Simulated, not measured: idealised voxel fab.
process module | voxel transistor to metal
cross-section cut | 195 nm wide | cells 5 nm
A cross-section is a grid of square cells, given in bands from the top down. A band is one or more rows of cells.
Each band's line starts with the height of the band's top and of its bottom, in nm. Then come its materials from left to right, each with its width in nm. One material with "throughout" fills the band from edge to edge. "air" is empty space.
Height 0 is the level under which the wafer as received is all one material. The lowest band goes on downwards, as in "0 down".
A width such as "30 to 40" changes by the same amount from each row of cells to the next, from the band's top row to its bottom row.
"no change" after a step means that no cell of the cross-section changed.
closed voids: empty space of 8 cells or more with no open way to the top, each as width x height at its distance from the left edge, in nm
after a step's settings: what the simulator itself notes on the step
overlay nm, on a step with a mask: how far to the right of its planned place the mask lay; to the left if negative
plan
1 op RECEIVE | material Si
2 op CONFORMAL_DEP | material SiO2 | thk nm 5
3 op CONFORMAL_DEP | material SiN | thk nm 10
4 op MASKED_ETCH | tone cover | mask id ACTIVE | width nm 115 | etch materials SiN | depth nm 10 | overlay nm 0
5 op MASKED_ETCH | tone cover | mask id ACTIVE | width nm 115 | etch materials SiO2 | depth nm 5 | overlay nm 0
6 op MASKED_ETCH | tone cover | mask id ACTIVE | width nm 115 | etch materials Si | depth nm 30 | overlay nm 0
7 op FILL_DEP | material SiO2 | thk nm 5
8 op CMP | height nm 15
9 op SELECTIVE_ETCH | etch materials SiO2 | depth nm 5
10 op STRIP | etch materials SiN
11 op SELECTIVE_ETCH | etch materials SiO2 | depth nm 5
12 op OXIDIZE | depth nm 5
13 op DIRECTIONAL_DEP | material polySi | thk nm 20
14 op DIRECTIONAL_DEP | material SiCN | thk nm 10
15 op PATTERN | tone cover | mask id GATE | material resist | width nm 25 | thk nm 15 | overlay nm 0
16 op DIRECTIONAL_ETCH | etch materials SiCN | depth nm 20
17 op DIRECTIONAL_ETCH | etch materials polySi | depth nm 30
18 op STRIP | etch materials resist
19 op CONFORMAL_DEP | material SiO2 | thk nm 5
20 op DIRECTIONAL_ETCH | etch materials SiO2 | depth nm 5
21 op CONFORMAL_DEP | material SiN | thk nm 10
22 op DIRECTIONAL_ETCH | etch materials SiN | depth nm 10
23 op DIRECTIONAL_ETCH | etch materials SiO2 | depth nm 5
24 op DIRECTIONAL_ETCH | etch materials Si | depth nm 15
25 op EPI | material SiGe | thk nm 15
26 op FILL_DEP | material SiO2 | thk nm 5
27 op CMP | height nm 20
28 op STRIP | etch materials polySi
29 op SELECTIVE_ETCH | etch materials SiO2 | depth nm 5
30 op CONFORMAL_DEP | material HfO2 | thk nm 5
31 op CONFORMAL_DEP | material TiN | thk nm 5
32 op FILL_DEP | material W | thk nm 10
33 op CMP | height nm 15
34 op DIRECTIONAL_DEP | material SiO2 | thk nm 15
35 op MASKED_ETCH | tone open | mask id CONTACT | width nm 15 | pitch nm 80 | etch materials SiO2 | depth nm 20 | overlay nm 0
36 op CONFORMAL_DEP | material TiN | thk nm 5
37 op FILL_DEP | material W | thk nm 10
38 op CMP | height nm 30
39 op CONFORMAL_DEP | material SiCN | thk nm 5
40 op DIRECTIONAL_DEP | material SiO2 | thk nm 25
41 op MASKED_ETCH | tone open | mask id METAL_1 | width nm 15 | pitch nm 80 | etch materials SiO2 | depth nm 25 | overlay nm 0
42 op MASKED_ETCH | tone open | mask id METAL_1 | width nm 15 | pitch nm 80 | etch materials SiCN | depth nm 5 | overlay nm 0
43 op CONFORMAL_DEP | material TiN | thk nm 5
44 op FILL_DEP | material Cu | thk nm 5
45 op CMP | height nm 60
46 op CONFORMAL_DEP | material SiCN | thk nm 5
47 op DIRECTIONAL_DEP | material lowk | thk nm 25
48 op MASKED_ETCH | tone open | mask id METAL_2 | width nm 15 | pitch nm 80 | etch materials lowk | depth nm 15 | overlay nm 0
49 op DIRECTIONAL_DEP | material aC | thk nm 10
50 op PATTERN | tone open | mask id METAL_2_HOLES | material resist | width nm 15 | pitch nm 80 | thk nm 30 | overlay nm 0
51 op DIRECTIONAL_ETCH | etch materials aC | depth nm 10
52 op STRIP | etch materials resist
53 op DIRECTIONAL_ETCH | etch materials lowk | depth nm 10
54 op DIRECTIONAL_ETCH | etch materials SiCN | depth nm 5
55 op STRIP | etch materials aC
56 op CONFORMAL_DEP | material TiN | thk nm 5
57 op FILL_DEP | material Cu | thk nm 10
58 op CMP | height nm 90
59 op CONFORMAL_DEP | material SiN | thk nm 5
as received, after step 1
  0 down: Si throughout
  closed voids: none
a wafer at the end: this start, this plan, one mistake
  95 to 90: SiN throughout
  90 to 85: lowk 50 | TiN 15 | lowk 65 | TiN 15 | lowk 50
  85 to 75: lowk 50 | Cu 15 | lowk 65 | Cu 15 | lowk 50
  75 to 65: lowk throughout
  65 to 60: SiCN throughout
  60 to 35: SiO2 50 | TiN 5 | Cu 5 | TiN 5 | SiO2 65 | TiN 5 | Cu 5 | TiN 5 | SiO2 50
  35 to 30: SiCN 50 | TiN 15 | SiCN 65 | TiN 15 | SiCN 50
  30 to 15: SiO2 50 | TiN 5 | W 5 | TiN 5 | SiO2 65 | TiN 5 | W 5 | TiN 5 | SiO2 50
  15 to 10: SiO2 50 | TiN 15 | SiO2 5 | SiN 10 | HfO2 5 | TiN 5 | W 15 | TiN 5 | HfO2 5 | SiN 10 | SiO2 5 | TiN 15 | SiO2 50
  10 to 5: SiO2 45 | SiGe 25 | SiN 10 | HfO2 5 | TiN 5 | W 15 | TiN 5 | HfO2 5 | SiN 10 | SiGe 25 | SiO2 45
  5 to 0: SiO2 40 | SiN 10 | SiGe 20 | SiN 10 | HfO2 5 | TiN 25 | HfO2 5 | SiN 10 | SiGe 20 | SiN 10 | SiO2 40
  0 to -5: SiO2 50 | SiGe 20 | SiO2 10 | HfO2 35 | SiO2 10 | SiGe 20 | SiO2 50
  -5 to -20: SiO2 40 | Si 10 | SiGe 20 | Si 55 | SiGe 20 | Si 10 | SiO2 40
  -20 to -30: SiO2 40 | Si 115 | SiO2 40
  -30 down: Si throughout
  closed voids: none
what went wrong: step 49 ran as: op DIRECTIONAL_DEP | material Cu | thk nm 10
